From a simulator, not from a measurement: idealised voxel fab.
process module | voxel transistor to metal
cross-section cut | 270 nm wide | cells 5 nm
A cross-section is a grid of square cells, given in bands from the top down. A band is one or more rows of cells.
Each band's line starts with the height of the band's top and of its bottom, in nm. Then come its materials from left to right, each with its width in nm. One material with "throughout" fills the band from edge to edge. "air" is empty space.
Height 0 is the level under which the wafer as received is all one material. The lowest band goes on downwards, as in "0 down".
A width such as "30 to 40" changes by the same amount from each row of cells to the next, from the band's top row to its bottom row.
"no change" after a step means that no cell of the cross-section changed.
closed voids: empty space of 8 cells or more with no open way to the top, each as width x height at its distance from the left edge, in nm
after a step's settings: what the simulator itself notes on the step
overlay nm, on a step with a mask: how far to the right of its planned place the mask lay; to the left if negative
plan
1 op RECEIVE | material Si
2 op CONFORMAL_DEP | material SiO2 | thk nm 5
3 op CONFORMAL_DEP | material SiN | thk nm 10
4 op DIRECTIONAL_DEP | material aC | thk nm 15
5 op PATTERN | tone cover | mask id ACTIVE | material resist | width nm 105 | pitch nm 135 | thk nm 30 | overlay nm 0
6 op DIRECTIONAL_ETCH | etch materials aC | depth nm 15
7 op STRIP | etch materials resist
8 op DIRECTIONAL_ETCH | etch materials SiN | depth nm 10
9 op DIRECTIONAL_ETCH | etch materials SiO2 | depth nm 5
10 op DIRECTIONAL_ETCH | etch materials Si | depth nm 30
11 op STRIP | etch materials aC
12 op FILL_DEP | material SiO2 | thk nm 10
13 op CMP | height nm 15
14 op SELECTIVE_ETCH | etch materials SiO2 | depth nm 10
15 op STRIP | etch materials SiN
16 op SELECTIVE_ETCH | etch materials SiO2 | depth nm 5
17 op OXIDIZE | depth nm 5
18 op DIRECTIONAL_DEP | material polySi | thk nm 25
19 op DIRECTIONAL_DEP | material SiCN | thk nm 15
20 op MASKED_ETCH | tone cover | mask id GATE | width nm 15 | pitch nm 135 | etch materials SiCN | depth nm 25 | overlay nm 0
21 op MASKED_ETCH | tone cover | mask id GATE | width nm 15 | pitch nm 135 | etch materials polySi | depth nm 35 | overlay nm 0
22 op CONFORMAL_DEP | material SiN | thk nm 5
23 op DIRECTIONAL_ETCH | etch materials SiN | depth nm 5
24 op DIRECTIONAL_ETCH | etch materials SiO2 | depth nm 5
25 op DIRECTIONAL_ETCH | etch materials Si | depth nm 15
26 op EPI | material pSi | thk nm 20
27 op FILL_DEP | material SiO2 | thk nm 5
28 op CMP | height nm 40
29 op DIRECTIONAL_DEP | material SiO2 | thk nm 15
30 op DIRECTIONAL_DEP | material aC | thk nm 10
31 op PATTERN | tone open | mask id CONTACT | material resist | width nm 35 | thk nm 30 | overlay nm 0
32 op DIRECTIONAL_ETCH | etch materials aC | depth nm 10
33 op STRIP | etch materials resist
34 op DIRECTIONAL_ETCH | etch materials SiO2 | depth nm 55
35 op STRIP | etch materials aC
36 op CONFORMAL_DEP | material TiN | thk nm 5
37 op FILL_DEP | material W | thk nm 5
38 op CMP | height nm 55
39 op DIRECTIONAL_DEP | material TiN | thk nm 5
40 op DIRECTIONAL_DEP | material W | thk nm 20
41 op MASKED_ETCH | tone cover | mask id METAL_1 | width nm 20 | etch materials W | depth nm 20 | overlay nm 0
42 op MASKED_ETCH | tone cover | mask id METAL_1 | width nm 20 | etch materials TiN | depth nm 5 | overlay nm 0
43 op CONFORMAL_DEP | material SiN | thk nm 5
44 op FILL_DEP | material SiO2 | thk nm 5
45 op CMP | height nm 80
46 op CONFORMAL_DEP | material SiCN | thk nm 5
47 op DIRECTIONAL_DEP | material lowk | thk nm 35
48 op DIRECTIONAL_DEP | material aC | thk nm 15
49 op PATTERN | tone open | mask id METAL_2_HOLES | material resist | width nm 15 | pitch nm 135 | thk nm 35 | overlay nm 0
50 op DIRECTIONAL_ETCH | etch materials aC | depth nm 15
51 op STRIP | etch materials resist
52 op DIRECTIONAL_ETCH | etch materials lowk | depth nm 35
53 op STRIP | etch materials aC
54 op DIRECTIONAL_DEP | material aC | thk nm 10
55 op PATTERN | tone open | mask id METAL_2 | material resist | width nm 20 | pitch nm 135 | thk nm 30 | overlay nm 0
56 op DIRECTIONAL_ETCH | etch materials aC | depth nm 10
57 op STRIP | etch materials resist
58 op DIRECTIONAL_ETCH | etch materials lowk | depth nm 20
59 op DIRECTIONAL_ETCH | etch materials SiCN | depth nm 5
60 op STRIP | etch materials aC
61 op CONFORMAL_DEP | material TiN | thk nm 5
62 op FILL_DEP | material Cu | thk nm 5
63 op CMP | height nm 120
64 op CONFORMAL_DEP | material SiCN | thk nm 5
as received, after step 1
  0 down: Si throughout
  closed voids: none
a wafer at the end: this start, this plan, one mistake
  125 to 120: SiCN throughout
  120 to 105: Cu 30 | TiN 5 | lowk 5 | TiN 5 | Cu 120 | TiN 5 | lowk 5 | TiN 5 | Cu 90
  105 to 100: TiN 25 | Cu 5 | TiN 5 | lowk 5 | TiN 120 | Cu 5 | TiN 5 | lowk 5 | TiN 95
  100 to 90: lowk 20 | TiN 5 | Cu 5 | TiN 5 | lowk 120 | TiN 5 | Cu 5 | TiN 5 | lowk 100
  90 to 85: lowk 20 | TiN 15 | lowk 120 | TiN 15 | lowk 100
  85 to 80: SiCN throughout
  80 to 60: SiO2 15 | SiN 5 | W 20 | SiN 5 | SiO2 45 | SiN 5 | W 20 | SiN 5 | SiO2 30 | SiN 5 | W 20 | SiN 5 | SiO2 45 | SiN 5 | W 20 | SiN 5 | SiO2 15
  60 to 55: SiN 20 | TiN 20 | SiN 55 | TiN 20 | SiN 40 | TiN 20 | SiN 55 | TiN 20 | SiN 20
  55 to 40: SiO2 20 | TiN 5 | W 25 | TiN 5 | SiO2 25 | TiN 5 | W 25 | TiN 5 | SiO2 40 | TiN 5 | W 25 | TiN 5 | SiO2 25 | TiN 5 | W 25 | TiN 5 | SiO2 20
  40 to 25: SiO2 20 | TiN 5 | W 25 | TiN 5 | SiN 5 | SiCN 15 | SiN 5 | TiN 5 | W 25 | TiN 5 | SiO2 40 | TiN 5 | W 25 | TiN 5 | SiN 5 | SiCN 15 | SiN 5 | TiN 5 | W 25 | TiN 5 | SiO2 20
  25 to 15: SiO2 20 | TiN 5 | W 25 to 5 | TiN 5 to 25 | SiN 5 | polySi 15 | SiN 5 | TiN 5 to 25 | W 25 to 5 | TiN 5 | SiO2 40 | TiN 5 | W 25 to 5 | TiN 5 to 25 | SiN 5 | polySi 15 | SiN 5 | TiN 5 to 25 | W 25 to 5 | TiN 5 | SiO2 20
  15 to 5: SiO2 20 | TiN 5 | W 5 | TiN 5 | pSi 20 | SiN 5 | polySi 15 | SiN 5 | pSi 20 | TiN 5 | W 5 | TiN 5 | SiO2 40 | TiN 5 | W 5 | TiN 5 | pSi 20 | SiN 5 | polySi 15 | SiN 5 | pSi 20 | TiN 5 | W 5 | TiN 5 | SiO2 20
  5 to 0: SiO2 20 | TiN 15 | pSi 20 | SiN 5 | polySi 15 | SiN 5 | pSi 20 | TiN 15 | SiO2 40 | TiN 15 | pSi 20 | SiN 5 | polySi 15 | SiN 5 | pSi 20 | TiN 15 | SiO2 20
  0 to -5: SiO2 10 | pSi 45 | SiO2 25 | pSi 45 | SiO2 20 | pSi 45 | SiO2 25 | pSi 45 | SiO2 10
  -5 to -20: SiO2 15 | pSi 40 | Si 25 | pSi 40 | SiO2 30 | pSi 40 | Si 25 | pSi 40 | SiO2 15
  -20 to -30: SiO2 15 | Si 105 | SiO2 30 | Si 105 | SiO2 15
  -30 down: Si throughout
  closed voids: none
what went wrong: step 55 ran as: op PATTERN | tone cover | mask id METAL_2 | material resist | width nm 20 | pitch nm 135 | thk nm 30 | overlay nm 0
